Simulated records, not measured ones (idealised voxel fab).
This section sets out a process module, namely voxel ribs on slabs.
Xsec cut, 150 nm wide, square cell size 5 nm.
For the purposes of this document, a cross-section shall be understood as a grid of square cells, specified as bands listed in top-to-bottom order, each band consisting of one or more rows of cells. Heights first: top, then bottom, in nm. Then materials, left to right, each with a width in nm. "edge to edge" on a single material: fills the band edge to edge. "blank": empty space. Measure heights from 0. That's the level where, below it, the as-received wafer is all one material. The lowest band is bottomless and extends downward; write it as in "0 down". The two numbers in a width such as "30..40" mark its ends across the band: the first belongs to the top row of cells, the second to the bottom row, and from each row to the next the width moves by the same amount. Take "no alterations made" at face value: in the step it is given for, the cross-section changed in none of its cells. "Enclosed void entries" specifies each empty space that is not open to the top and that occupies no fewer than 8 cells, using the form width x height at distance, the distance measured from the left edge and all three quantities in nm. Post-settings text on a step line: simulator's own remark regarding the step. overlay nm: for a step with a mask, the amount by which the mask lay right of where it was planned; a negative amount means left of it.
This section lists the process steps that were planned
- 1: RECEIVE [material Si]
- 2: DIRECTIONAL_DEP [material SiO2] [thk nm 25]
- 3: DIRECTIONAL_DEP [material polySi] [thk nm 15]
- 4: DIRECTIONAL_DEP [material aC] [thk nm 10]
- 5: PATTERN [tone cover] [mask id RIB] [material resist] [width nm 15] [thk nm 25] [overlay nm 0]
- 6: DIRECTIONAL_ETCH [etch materials aC] [depth nm 10]
- 7: STRIP [etch materials resist]
- 8: DIRECTIONAL_ETCH [etch materials polySi] [depth nm 10]
- 9: STRIP [etch materials aC]
- 10: DIRECTIONAL_DEP [material aC] [thk nm 15]
- 11: PATTERN [tone cover] [mask id SLAB] [material resist] [width nm 55] [thk nm 35] [overlay nm 0]
- 12: DIRECTIONAL_ETCH [etch materials aC] [depth nm 15]
- 13: STRIP [etch materials resist]
- 14: DIRECTIONAL_ETCH [etch materials polySi] [depth nm 5]
- 15: STRIP [etch materials aC]
- 16: FILL_DEP [material SiO2] [thk nm 15]
- 17: CMP [height nm 50]
- 18: DIRECTIONAL_DEP [material TiN] [thk nm 10]
- 19: DIRECTIONAL_DEP [material aC] [thk nm 15]
- 20: PATTERN [tone cover] [mask id HEATER] [material resist] [width nm 25] [thk nm 35] [overlay nm 0]
- 21: DIRECTIONAL_ETCH [etch materials aC] [depth nm 15]
- 22: STRIP [etch materials resist]
- 23: DIRECTIONAL_ETCH [etch materials TiN] [depth nm 10]
- 24: STRIP [etch materials aC]
- 25: CONFORMAL_DEP [material SiN] [thk nm 5]
Run as planned: first of two wafers
So this is the incoming wafer in cross-section - it's already been through step 1
* 0 down: Si edge to edge
* Enclosed void entries: none
Wafer after step 2 (cross-section)
* 25 to 0: SiO2 edge to edge
* Anything lower than 0 is untouched.
Wafer after step 3 (cross-section)
* 40 to 25: polySi edge to edge
* Anything lower than 25 is untouched.
Wafer after step 4 (cross-section)
* 50 to 40: aC edge to edge
* Anything lower than 40 is untouched.
Wafer after step 5 (cross-section)
* 75 to 50: 65 nm blank  15 nm resist  70 nm blank
* Anything lower than 50 is untouched.
Wafer after step 6 (cross-section)
* 65 to 50: 65 nm blank  15 nm resist  70 nm blank
* 50 to 40: 65 nm blank  15 nm aC  70 nm blank
* Anything lower than 40 is untouched.
Wafer after step 7 (cross-section)
* 50 to 40: 65 nm blank  15 nm aC  70 nm blank
* Anything lower than 40 is untouched.
Wafer after step 8 (cross-section)
* 50 to 40: 65 nm blank  15 nm aC  70 nm blank
* 40 to 30: 65 nm blank  15 nm polySi  70 nm blank
* Anything lower than 30 is untouched.
Wafer after step 9 (cross-section)
* 40 to 30: 65 nm blank  15 nm polySi  70 nm blank
* Anything lower than 30 is untouched.
Wafer after step 10 (cross-section)
* 55 to 45: 65 nm blank  15 nm aC  70 nm blank
* 45 to 40: aC edge to edge
* 40 to 30: 65 nm aC  15 nm polySi  70 nm aC
* Anything lower than 30 is untouched.
Wafer after step 11 (cross-section)
* 90 to 55: 45 nm blank  55 nm resist  50 nm blank
* 55 to 45: 45 nm blank  20 nm resist  15 nm aC  20 nm resist  50 nm blank
* Anything lower than 45 is untouched.
Wafer after step 12 (cross-section)
* 75 to 55: 45 nm blank  55 nm resist  50 nm blank
* 55 to 45: 45 nm blank  20 nm resist  15 nm aC  20 nm resist  50 nm blank
* 45 to 40: 45 nm blank  55 nm aC  50 nm blank
* 40 to 30: 45 nm blank  20 nm aC  15 nm polySi  20 nm aC  50 nm blank
* Anything lower than 30 is untouched.
Wafer after step 13 (cross-section)
* 55 to 45: 65 nm blank  15 nm aC  70 nm blank
* Anything lower than 45 is untouched.
Wafer after step 14 (cross-section)
* 55 to 45: 65 nm blank  15 nm aC  70 nm blank
* 45 to 40: 45 nm blank  55 nm aC  50 nm blank
* 40 to 30: 45 nm blank  20 nm aC  15 nm polySi  20 nm aC  50 nm blank
* 30 to 25: 45 nm blank  55 nm polySi  50 nm blank
* Anything lower than 25 is untouched.
Wafer after step 15 (cross-section)
* 40 to 30: 65 nm blank  15 nm polySi  70 nm blank
* Anything lower than 30 is untouched.
Wafer after step 16 (cross-section)
* 55 to 40: SiO2 edge to edge
* 40 to 30: 65 nm SiO2  15 nm polySi  70 nm SiO2
* 30 to 25: 45 nm SiO2  55 nm polySi  50 nm SiO2
* Anything lower than 25 is untouched.
Wafer after step 17 (cross-section)
* 50 to 40: SiO2 edge to edge
* Anything lower than 40 is untouched.
Wafer after step 18 (cross-section)
* 60 to 50: TiN edge to edge
* Anything lower than 50 is untouched.
Wafer after step 19 (cross-section)
* 75 to 60: aC edge to edge
* Anything lower than 60 is untouched.
Wafer after step 20 (cross-section)
* 110 to 75: 60 nm blank  25 nm resist  65 nm blank
* Anything lower than 75 is untouched.
Wafer after step 21 (cross-section)
* 95 to 75: 60 nm blank  25 nm resist  65 nm blank
* 75 to 60: 60 nm blank  25 nm aC  65 nm blank
* Anything lower than 60 is untouched.
Wafer after step 22 (cross-section)
* 75 to 60: 60 nm blank  25 nm aC  65 nm blank
* Anything lower than 60 is untouched.
Wafer after step 23 (cross-section)
* 75 to 60: 60 nm blank  25 nm aC  65 nm blank
* 60 to 50: 60 nm blank  25 nm TiN  65 nm blank
* Anything lower than 50 is untouched.
Wafer after step 24 (cross-section)
* 60 to 50: 60 nm blank  25 nm TiN  65 nm blank
* Anything lower than 50 is untouched.
Wafer after step 25 (cross-section)
* 65 to 60: 55 nm blank  35 nm SiN  60 nm blank
* 60 to 55: 55 nm blank  5 nm SiN  25 nm TiN  5 nm SiN  60 nm blank
* 55 to 50: 60 nm SiN  25 nm TiN  65 nm SiN
* Anything lower than 50 is untouched.
The remaining wafer, second of the two, started like the first and was run to the same plan, except that one mistake was made along the way; the two coincide through step 2, inclusive
Cross-sectional view of the second wafer at the intended end time of process step 3
* 55 to 25: polySi edge to edge
* Anything lower than 25 is untouched.
Cross-sectional view of the second wafer at the intended end time of process step 4
* 65 to 55: aC edge to edge
* Anything lower than 55 is untouched.
Cross-sectional view of the second wafer at the intended end time of process step 5
* 90 to 65: 65 nm blank  15 nm resist  70 nm blank
* Anything lower than 65 is untouched.
Cross-sectional view of the second wafer at the intended end time of process step 6
* 80 to 65: 65 nm blank  15 nm resist  70 nm blank
* 65 to 55: 65 nm blank  15 nm aC  70 nm blank
* Anything lower than 55 is untouched.
Cross-sectional view of the second wafer at the intended end time of process step 7
* 65 to 55: 65 nm blank  15 nm aC  70 nm blank
* Anything lower than 55 is untouched.
Cross-sectional view of the second wafer at the intended end time of process step 8
* 65 to 55: 65 nm blank  15 nm aC  70 nm blank
* 55 to 45: 65 nm blank  15 nm polySi  70 nm blank
* Anything lower than 45 is untouched.
Cross-sectional view of the second wafer at the intended end time of process step 9
* 55 to 45: 65 nm blank  15 nm polySi  70 nm blank
* Anything lower than 45 is untouched.
Cross-sectional view of the second wafer at the intended end time of process step 10
* 70 to 60: 65 nm blank  15 nm aC  70 nm blank
* 60 to 55: aC edge to edge
* 55 to 45: 65 nm aC  15 nm polySi  70 nm aC
* Anything lower than 45 is untouched.
Cross-sectional view of the second wafer at the intended end time of process step 11
* 105 to 70: 45 nm blank  55 nm resist  50 nm blank
* 70 to 60: 45 nm blank  20 nm resist  15 nm aC  20 nm resist  50 nm blank
* Anything lower than 60 is untouched.
Cross-sectional view of the second wafer at the intended end time of process step 12
* 90 to 70: 45 nm blank  55 nm resist  50 nm blank
* 70 to 60: 45 nm blank  20 nm resist  15 nm aC  20 nm resist  50 nm blank
* 60 to 55: 45 nm blank  55 nm aC  50 nm blank
* 55 to 45: 45 nm blank  20 nm aC  15 nm polySi  20 nm aC  50 nm blank
* Anything lower than 45 is untouched.
Cross-sectional view of the second wafer at the intended end time of process step 13
* 70 to 60: 65 nm blank  15 nm aC  70 nm blank
* Anything lower than 60 is untouched.
Cross-sectional view of the second wafer at the intended end time of process step 14
* 70 to 60: 65 nm blank  15 nm aC  70 nm blank
* 60 to 55: 45 nm blank  55 nm aC  50 nm blank
* 55 to 45: 45 nm blank  20 nm aC  15 nm polySi  20 nm aC  50 nm blank
* 45 to 40: 45 nm blank  55 nm polySi  50 nm blank
* Anything lower than 40 is untouched.
Cross-sectional view of the second wafer at the intended end time of process step 15
* 55 to 45: 65 nm blank  15 nm polySi  70 nm blank
* Anything lower than 45 is untouched.
Cross-sectional view of the second wafer at the intended end time of process step 16
* 70 to 55: SiO2 edge to edge
* 55 to 45: 65 nm SiO2  15 nm polySi  70 nm SiO2
* 45 to 40: 45 nm SiO2  55 nm polySi  50 nm SiO2
* Anything lower than 40 is untouched.
Cross-sectional view of the second wafer at the intended end time of process step 17
* 50 to 40: 65..45 nm SiO2  15..55 nm polySi  70..50 nm SiO2
* Anything lower than 40 is untouched.
Cross-sectional view of the second wafer at the intended end time of process step 18
* 60 to 50: TiN edge to edge
* Anything lower than 50 is untouched.
Cross-sectional view of the second wafer at the intended end time of process step 19
* 75 to 60: aC edge to edge
* Anything lower than 60 is untouched.
Cross-sectional view of the second wafer at the intended end time of process step 20
* 110 to 75: 60 nm blank  25 nm resist  65 nm blank
* Anything lower than 75 is untouched.
Cross-sectional view of the second wafer at the intended end time of process step 21
* 95 to 75: 60 nm blank  25 nm resist  65 nm blank
* 75 to 60: 60 nm blank  25 nm aC  65 nm blank
* Anything lower than 60 is untouched.
Cross-sectional view of the second wafer at the intended end time of process step 22
* 75 to 60: 60 nm blank  25 nm aC  65 nm blank
* Anything lower than 60 is untouched.
Cross-sectional view of the second wafer at the intended end time of process step 23
* 75 to 60: 60 nm blank  25 nm aC  65 nm blank
* 60 to 50: 60 nm blank  25 nm TiN  65 nm blank
* Anything lower than 50 is untouched.
Cross-sectional view of the second wafer at the intended end time of process step 24
* 60 to 50: 60 nm blank  25 nm TiN  65 nm blank
* Anything lower than 50 is untouched.
Cross-sectional view of the second wafer at the intended end time of process step 25
* 65 to 60: 55 nm blank  35 nm SiN  60 nm blank
* 60 to 55: 55 nm blank  5 nm SiN  25 nm TiN  5 nm SiN  60 nm blank
* 55 to 50: 60 nm SiN  25 nm TiN  65 nm SiN
* Anything lower than 50 is untouched.
Heads up, the wafer didn't run the way we planned it: the plan had its step 3 run twice
Once processing is complete, comparing cell counts shows that the second wafer has more or fewer of certain materials than the first: SiO2 -87, polySi +87
